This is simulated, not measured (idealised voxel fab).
Documented hereafter: the process module known as voxel spacer lines.
It is cross-section cut that appears here, measuring 235 nm in width, its square cells being 5 nm in size.
Cross-section layout: square cells on a grid; listed as bands, top to bottom; a band spans one or more cell rows. A band entry consists of two parts. The first gives the height of the band's top and the height of its bottom, in nm. The rest lists the band's materials from left to right, each with its width in nm. A single material labelled with the word "full width" fills the band from edge to edge, and the word "empty" marks empty space. Heads up on the height convention: 0 is the point under which the incoming wafer is all one material, and the lowest band has no bottom, it just keeps going down, like "0 and below". With a width like "30..40", each row of cells in the band differs from the next by the same amount, the top row carrying the first number and the bottom row the second. Where a step carries "all unchanged", the cross-section came out of it unchanged, cell for cell. The entry "Cavities, closed" lists the empty spaces that cover at least 8 cells and have no open path to the top. Each is written as width x height at distance, where the distance is measured from the left edge and all three values are in nm. It should be noted that, on the line of a given step, the content following the step's settings is a remark produced by the simulator itself with respect to that step. overlay nm: for a step with a mask, the amount by which the mask lay right of where it was planned; a negative amount means left of it.
STEPS IN THE PROCESS PLAN
1,RECEIVE | material Si
2,CONFORMAL_DEP | material SiO2 | thk nm 5
3,DIRECTIONAL_DEP | material TiN | thk nm 20
4,DIRECTIONAL_DEP | material aC | thk nm 20
5,PATTERN | tone cover | mask id MANDREL | material resist | width nm 15 | pitch nm 60 | thk nm 25 | overlay nm 0
6,DIRECTIONAL_ETCH | etch materials aC | depth nm 20
7,STRIP | etch materials resist
8,CONFORMAL_DEP | material SiN | thk nm 15
9,DIRECTIONAL_ETCH | etch materials SiN | depth nm 15
10,STRIP | etch materials aC
11,DIRECTIONAL_ETCH | etch materials TiN | depth nm 20
12,STRIP | etch materials SiN
13,FILL_DEP | material SiO2 | thk nm 5
14,CMP | height nm 25
WAFER AS RECEIVED: CROSS-SECTION FOLLOWING STEP 1
  0 and below  Si full width
  Cavities, closed: none
SECTIONED VIEW, FIRST OF TWO WAFERS, AT THE CLOSE OF THE MODULE, PROCESSED AS INTENDED IN THE PLAN
  25 down to 5  SiO2=65 / TiN=15 / SiO2=15 / TiN=15 / SiO2=15 / TiN=15 / SiO2=15 / TiN=15 / SiO2=65
  5 down to 0  SiO2 full width
  0 and below  Si full width
  Cavities, closed: none
CROSS-SECTIONAL VIEW: SECOND OF TWO WAFERS, END OF MODULE; START AND PLAN IDENTICAL TO THE FIRST, ONE MISTAKE IN RUNNING
  25 down to 5  SiO2=65 / TiN=15 / SiO2=15 / TiN=15 / SiO2=15 / TiN=15 / SiO2=15 / TiN=15 / SiO2=65
  5 down to 0  TiN full width
  0 and below  Si full width
  Cavities, closed: none
Processing error: so step 2 ended up running with a different setting than we planned, it ran as CONFORMAL_DEP | material TiN | thk nm 5
It is noted that, at the conclusion of processing, the second wafer exhibits a higher or lower cell count for certain materials relative to the first: -47 SiO2 | +47 TiN
